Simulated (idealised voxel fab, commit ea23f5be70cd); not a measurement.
process module | voxel double patterning
The cross-section on display is named cut; it measures 215 nm wide, and its cells are 5 nm squares.
Format of a cross-section: grid, square cells. Given as bands. Order: top down. Band: one or more rows of cells.
Heights first: top, then bottom, in nm. Then materials, left to right, each with a width in nm. "edge to edge" on a single material: fills the band edge to edge. "air": empty space.
Beneath 0, the wafer as received is one material, and that level is where height counting begins. The lowest band goes on downward without a bottom; it is written like "0 nm and below".
Width spec "30..40" -> top row of cells at first value, bottom row at second value, equal per-row change in between.
"no change" (step): cross-section cells unchanged, all of them.
Basically, "Non-vented voids" tells you about the enclosed voids: empty spaces with no open way to the top, 8 cells or bigger, each written width x height at distance, where distance is from the left edge, all in nm.
Past the settings on a step's line: simulator remark, on that step.
Steps that use a mask can have "overlay nm" on their line. It says how far the mask sat to the right of where it was meant to be. Negative means to the left.
### Planned process steps
1) RECEIVE with material Si
2) CONFORMAL_DEP with material SiO2, thk nm 10
3) DIRECTIONAL_DEP with material polySi, thk nm 10
4) DIRECTIONAL_DEP with material SiN, thk nm 5
5) DIRECTIONAL_DEP with material aC, thk nm 15
6) PATTERN with tone open, mask id FIRST, material resist, width nm 15, pitch nm 50, thk nm 30, overlay nm 0
7) DIRECTIONAL_ETCH with etch materials aC, depth nm 15
8) STRIP with etch materials resist
9) DIRECTIONAL_ETCH with etch materials SiN, depth nm 5
10) STRIP with etch materials aC
11) MASKED_ETCH with tone open, mask id SECOND, width nm 15, etch materials SiN, depth nm 5, overlay nm 0
12) DIRECTIONAL_ETCH with etch materials polySi, depth nm 10
13) STRIP with etch materials SiN
### Cross-section of the wafer at receipt, which is the condition after step 1
    0 nm and below  Si edge to edge
    Non-vented voids: none
### Sectioned view, first of two wafers, at the close of the module, processed as intended in the plan
    20 nm to 10 nm  75 polySi, 15 air, 10 polySi, 15 air, 10 polySi, 15 air, 75 polySi
    10 nm to 0 nm  SiO2 edge to edge
    0 nm and below  Si edge to edge
    Non-vented voids: none
### Cross-sectional view of the second of two wafers upon completion of the module. This wafer shared its starting condition and process plan with the first; one error was made during its execution
    20 nm to 10 nm  75 polySi, 20 air, 5 polySi, 15 air, 10 polySi, 20 air, 70 polySi
    10 nm to 0 nm  SiO2 edge to edge
    0 nm and below  Si edge to edge
    Non-vented voids: none
Plan not followed: for step 6, the planned setting was not used; the step was instead run as PATTERN with tone open, mask id FIRST, material resist, width nm 20, pitch nm 50, thk nm 30, overlay nm 0
Final cells, second wafer relative to first, materials higher or lower: polySi -4
